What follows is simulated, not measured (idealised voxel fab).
process module | voxel gate over fins
cross-section cut | 295 nm wide | cells 5 nm
A cross-section is a grid of square cells, given in bands from the top down. A band is one or more rows of cells.
Each band's line starts with the height of the band's top and of its bottom, in nm. Then come its materials from left to right, each with its width in nm. One material with "throughout" fills the band from edge to edge. "air" is empty space.
Height 0 is the level under which the wafer as received is all one material. The lowest band goes on downwards, as in "0 down".
A width such as "30 to 40" changes by the same amount from each row of cells to the next, from the band's top row to its bottom row.
"no change" after a step means that no cell of the cross-section changed.
closed voids: empty space of 8 cells or more with no open way to the top, each as width x height at its distance from the left edge, in nm
after a step's settings: what the simulator itself notes on the step
overlay nm, on a step with a mask: how far to the right of its planned place the mask lay; to the left if negative
plan
1 op RECEIVE | material Si
2 op CONFORMAL_DEP | material SiN | thk nm 5
3 op MASKED_ETCH | tone cover | mask id FINS | width nm 15 | pitch nm 40 | etch materials SiN | depth nm 5 | overlay nm 0
4 op MASKED_ETCH | tone cover | mask id FINS | width nm 15 | pitch nm 40 | etch materials Si | depth nm 35 | overlay nm 0
5 op OXIDIZE | depth nm 5
6 op FILL_DEP | material SiO2 | thk nm 15
7 op CMP | height nm 5
8 op SELECTIVE_ETCH | etch materials SiO2 | depth nm 15
9 op STRIP | etch materials SiN
10 op CONFORMAL_DEP | material HfO2 | thk nm 5
11 op CONFORMAL_DEP | material TiN | thk nm 5
12 op CONFORMAL_DEP | material TiAl | thk nm 5
13 op CONFORMAL_DEP | material TiN | thk nm 5
14 op FILL_DEP | material W | thk nm 15
15 op CMP | height nm 30
16 op CONFORMAL_DEP | material SiN | thk nm 10
as received, after step 1
  0 down: Si throughout
  closed voids: none
first wafer at the end, as planned
  40 to 30: SiN throughout
  30 to 20: W throughout
  20 to 15: W 105 | TiN 85 | W 105
  15 to 10: W 105 | TiN 5 | TiAl 35 | TiN 5 | TiAl 35 | TiN 5 | W 105
  10 to 5: TiN 110 | TiAl 5 | TiN 25 | TiAl 5 | TiN 5 | TiAl 5 | TiN 25 | TiAl 5 | TiN 110
  5 to 0: TiAl 115 | TiN 5 | HfO2 15 | TiN 5 | TiAl 15 | TiN 5 | HfO2 15 | TiN 5 | TiAl 115
  0 to -5: TiN 120 | HfO2 5 | Si 5 | HfO2 5 | TiN 25 | HfO2 5 | Si 5 | HfO2 5 | TiN 120
  -5 to -10: HfO2 125 | Si 5 | HfO2 35 | Si 5 | HfO2 125
  -10 to -40: SiO2 125 | Si 5 | SiO2 35 | Si 5 | SiO2 125
  -40 down: Si throughout
  closed voids: none
second wafer at the end: like start, like plan, one mistake
  40 to 30: SiN throughout
  30 to 20: W throughout
  20 to 15: W 105 | TiN 85 | W 105
  15 to 10: W 95 | TiN 15 | TiAl 35 | TiN 5 | TiAl 35 | TiN 5 | W 105
  10 to 5: TiN 100 | TiAl 15 | TiN 25 | TiAl 15 | TiN 25 | TiAl 5 | TiN 110
  5 to 0: TiAl 105 | TiN 15 | HfO2 15 | TiN 5 | TiAl 5 | TiN 15 | HfO2 15 | TiN 5 | TiAl 115
  0 to -5: TiN 110 | HfO2 15 | Si 5 | HfO2 5 | TiN 15 | HfO2 15 | Si 5 | HfO2 5 | TiN 120
  -5 to -10: HfO2 115 | Si 15 | HfO2 25 | Si 15 | HfO2 125
  -10 to -40: SiO2 115 | Si 15 | SiO2 25 | Si 15 | SiO2 125
  -40 down: Si throughout
  closed voids: none
what went wrong: step 4 ran as: op MASKED_ETCH | tone cover | mask id FINS | width nm 15 | pitch nm 40 | etch materials Si | depth nm 35 | overlay nm -10
at the end the second wafer has, in cells: 28 more of Si | 24 fewer of SiO2 | 1 fewer of TiAl | 1 fewer of TiN | 2 fewer of W
